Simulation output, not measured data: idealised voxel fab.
Title: Process Module voxel self aligned vias
Section cut is 185 nm wide and gridded with 5 nm square cells.
This document writes a cross-section as a grid whose cells are square, and gives it as bands, listed from the top down; one or more rows of cells form a band. Heads up on the band format: heights come first, top then bottom, in nm. After that it's the materials left to right, each with its width in nm. A single material flagged "full width" fills the whole band edge to edge, and "air" means there's empty space there. Heights are reckoned from 0. Under this level, the received wafer is all of one material. The bottommost band is open-ended downward, for example "0..down". The notation "30->40" denotes a width that varies across the rows of cells in the band, beginning at the first number in the top row, finishing at the second number in the bottom row, and changing by an identical amount from each row to the next. Step note "no modification" = no cross-section cell changed. Each empty space that has no open way to the top and spans at least 8 cells appears under "Closed empty spaces" as width x height at distance, the distance counted from the left edge, all in nm. On a step's line, text after the settings is the simulator commenting on that step. When a step includes a mask, the "overlay nm" setting on its line states how far to the right of its planned place that mask lay, and negative values state how far to the left.

## List of planned process steps
| 1 | RECEIVE, material Si |
| 2 | CONFORMAL_DEP, material SiO2, thk nm 10 |
| 3 | CONFORMAL_DEP, material SiCN, thk nm 5 |
| 4 | DIRECTIONAL_DEP, material SiO2, thk nm 30 |
| 5 | DIRECTIONAL_DEP, material aC, thk nm 10 |
| 6 | PATTERN, tone open, mask id LINES, material resist, width nm 20, pitch nm 70, thk nm 30, overlay nm 0 |
| 7 | DIRECTIONAL_ETCH, etch materials aC, depth nm 10 |
| 8 | STRIP, etch materials resist |
| 9 | DIRECTIONAL_ETCH, etch materials SiO2, depth nm 30 |
| 10 | STRIP, etch materials aC |
| 11 | CONFORMAL_DEP, material TiN, thk nm 5 |
| 12 | FILL_DEP, material W, thk nm 10 |
| 13 | CMP, height nm 45 |
| 14 | SELECTIVE_ETCH, etch materials W Ru TiN, depth nm 10 |
| 15 | FILL_DEP, material SiN, thk nm 10 |
| 16 | CMP, height nm 45 |
| 17 | DIRECTIONAL_DEP, material SiO2, thk nm 20 |
| 18 | MASKED_ETCH, tone open, mask id VIAS, width nm 40, pitch nm 70, etch materials SiO2, depth nm 20, overlay nm 0 |
| 19 | MASKED_ETCH, tone open, mask id VIAS, width nm 40, pitch nm 70, etch materials SiN, depth nm 10, overlay nm 0 |
| 20 | CONFORMAL_DEP, material TiN, thk nm 5 |
| 21 | FILL_DEP, material Cu, thk nm 10 |
| 22 | CMP, height nm 65 |
| 23 | CONFORMAL_DEP, material SiCN, thk nm 5 |

## First wafer out of two, processed as planned

## As received (post step 1): cross-section
- 0..down | Si full width
- Closed empty spaces: none

## The wafer in cross-section once step 2 is complete
- 10..0 | SiO2 full width
- Below 0, the layers are the same as they were.

## The wafer in cross-section once step 3 is complete
- 15..10 | SiCN full width
- Below 10, the layers are the same as they were.

## The wafer in cross-section once step 4 is complete
- 45..15 | SiO2 full width
- Below 15, the layers are the same as they were.

## The wafer in cross-section once step 5 is complete
- 55..45 | aC full width
- Below 45, the layers are the same as they were.

## The wafer in cross-section once step 6 is complete
- 85..55 | resist: 45 | air: 20 | resist: 50 | air: 20 | resist: 50
- Below 55, the layers are the same as they were.

## The wafer in cross-section once step 7 is complete
- 75..55 | resist: 45 | air: 20 | resist: 50 | air: 20 | resist: 50
- 55..45 | aC: 45 | air: 20 | aC: 50 | air: 20 | aC: 50
- Below 45, the layers are the same as they were.

## The wafer in cross-section once step 8 is complete
- 55..45 | aC: 45 | air: 20 | aC: 50 | air: 20 | aC: 50
- Below 45, the layers are the same as they were.

## The wafer in cross-section once step 9 is complete
- 55..45 | aC: 45 | air: 20 | aC: 50 | air: 20 | aC: 50
- 45..15 | SiO2: 45 | air: 20 | SiO2: 50 | air: 20 | SiO2: 50
- Below 15, the layers are the same as they were.

## The wafer in cross-section once step 10 is complete
- 45..15 | SiO2: 45 | air: 20 | SiO2: 50 | air: 20 | SiO2: 50
- Below 15, the layers are the same as they were.

## The wafer in cross-section once step 11 is complete
- 50..45 | TiN: 50 | air: 10 | TiN: 60 | air: 10 | TiN: 55
- 45..20 | SiO2: 45 | TiN: 5 | air: 10 | TiN: 5 | SiO2: 50 | TiN: 5 | air: 10 | TiN: 5 | SiO2: 50
- 20..15 | SiO2: 45 | TiN: 20 | SiO2: 50 | TiN: 20 | SiO2: 50
- Below 15, the layers are the same as they were.

## The wafer in cross-section once step 12 is complete
- 60..50 | W full width
- 50..45 | TiN: 50 | W: 10 | TiN: 60 | W: 10 | TiN: 55
- 45..20 | SiO2: 45 | TiN: 5 | W: 10 | TiN: 5 | SiO2: 50 | TiN: 5 | W: 10 | TiN: 5 | SiO2: 50
- Below 20, the layers are the same as they were.

## The wafer in cross-section once step 13 is complete
- 45..20 | SiO2: 45 | TiN: 5 | W: 10 | TiN: 5 | SiO2: 50 | TiN: 5 | W: 10 | TiN: 5 | SiO2: 50
- Below 20, the layers are the same as they were.

## The wafer in cross-section once step 14 is complete
- 45..35 | SiO2: 45 | air: 20 | SiO2: 50 | air: 20 | SiO2: 50
- Below 35, the layers are the same as they were.

## The wafer in cross-section once step 15 is complete
- 55..45 | SiN full width
- 45..35 | SiO2: 45 | SiN: 20 | SiO2: 50 | SiN: 20 | SiO2: 50
- Below 35, the layers are the same as they were.

## The wafer in cross-section once step 16 is complete
- 45..35 | SiO2: 45 | SiN: 20 | SiO2: 50 | SiN: 20 | SiO2: 50
- Below 35, the layers are the same as they were.

## The wafer in cross-section once step 17 is complete
- 65..45 | SiO2 full width
- Below 45, the layers are the same as they were.

## The wafer in cross-section once step 18 is complete
- 65..45 | SiO2: 35 | air: 40 | SiO2: 30 | air: 40 | SiO2: 40
- Below 45, the layers are the same as they were.

## The wafer in cross-section once step 19 is complete
- 65..45 | SiO2: 35 | air: 40 | SiO2: 30 | air: 40 | SiO2: 40
- 45..35 | SiO2: 45 | air: 20 | SiO2: 50 | air: 20 | SiO2: 50
- Below 35, the layers are the same as they were.

## The wafer in cross-section once step 20 is complete
- 70..65 | TiN: 40 | air: 30 | TiN: 40 | air: 30 | TiN: 45
- 65..50 | SiO2: 35 | TiN: 5 | air: 30 | TiN: 5 | SiO2: 30 | TiN: 5 | air: 30 | TiN: 5 | SiO2: 40
- 50..40 | SiO2: 35->45 | TiN: 15->5 | air: 10 | TiN: 15->5 | SiO2: 30->50 | TiN: 15->5 | air: 10 | TiN: 15->5 | SiO2: 40->50
- 40..35 | SiO2: 45 | TiN: 20 | SiO2: 50 | TiN: 20 | SiO2: 50
- Below 35, the layers are the same as they were.

## The wafer in cross-section once step 21 is complete
- 80..70 | Cu full width
- 70..65 | TiN: 40 | Cu: 30 | TiN: 40 | Cu: 30 | TiN: 45
- 65..50 | SiO2: 35 | TiN: 5 | Cu: 30 | TiN: 5 | SiO2: 30 | TiN: 5 | Cu: 30 | TiN: 5 | SiO2: 40
- 50..40 | SiO2: 35->45 | TiN: 15->5 | Cu: 10 | TiN: 15->5 | SiO2: 30->50 | TiN: 15->5 | Cu: 10 | TiN: 15->5 | SiO2: 40->50
- Below 40, the layers are the same as they were.

## The wafer in cross-section once step 22 is complete
- 65..50 | SiO2: 35 | TiN: 5 | Cu: 30 | TiN: 5 | SiO2: 30 | TiN: 5 | Cu: 30 | TiN: 5 | SiO2: 40
- Below 50, the layers are the same as they were.

## The wafer in cross-section once step 23 is complete
- 70..65 | SiCN full width
- Below 65, the layers are the same as they were.

## The second wafer was prepared from the same starting point and under the same plan as the first; its processing contained one mistake, and it remains indistinguishable from the first wafer up to and including step 17

## Second wafer cross-section, taken as of the time the plan sets for step 18 to be done
- 65..45 | air: 35 | SiO2: 40 | air: 30 | SiO2: 40 | air: 40
- Below 45, the layers are the same as they were.

Second wafer cross-section, taken as of the time the plan sets for step 19 to be done: no modification

## Second wafer cross-section, taken as of the time the plan sets for step 20 to be done
- 70..65 | air: 30 | TiN: 50 | air: 20 | TiN: 50 | air: 35
- 65..50 | air: 30 | TiN: 5 | SiO2: 40 | TiN: 5 | air: 20 | TiN: 5 | SiO2: 40 | TiN: 5 | air: 35
- 50..45 | TiN: 35 | SiO2: 40 | TiN: 30 | SiO2: 40 | TiN: 40
- Below 45, the layers are the same as they were.

## Second wafer cross-section, taken as of the time the plan sets for step 21 to be done
- 80..70 | Cu full width
- 70..65 | Cu: 30 | TiN: 50 | Cu: 20 | TiN: 50 | Cu: 35
- 65..50 | Cu: 30 | TiN: 5 | SiO2: 40 | TiN: 5 | Cu: 20 | TiN: 5 | SiO2: 40 | TiN: 5 | Cu: 35
- Below 50, the layers are the same as they were.

## Second wafer cross-section, taken as of the time the plan sets for step 22 to be done
- 65..50 | Cu: 30 | TiN: 5 | SiO2: 40 | TiN: 5 | Cu: 20 | TiN: 5 | SiO2: 40 | TiN: 5 | Cu: 35
- Below 50, the layers are the same as they were.

## Second wafer cross-section, taken as of the time the plan sets for step 23 to be done
- 70..65 | SiCN full width
- Below 65, the layers are the same as they were.
Diagnosis: planned and actual differ for step 18; actual: MASKED_ETCH, tone cover, mask id VIAS, width nm 40, pitch nm 70, etch materials SiO2, depth nm 20, overlay nm 0
Count the cells at the end and the second wafer has more or fewer of some materials than the first: 7 more of Cu; 16 more of SiN; 20 fewer of SiO2; 3 fewer of TiN
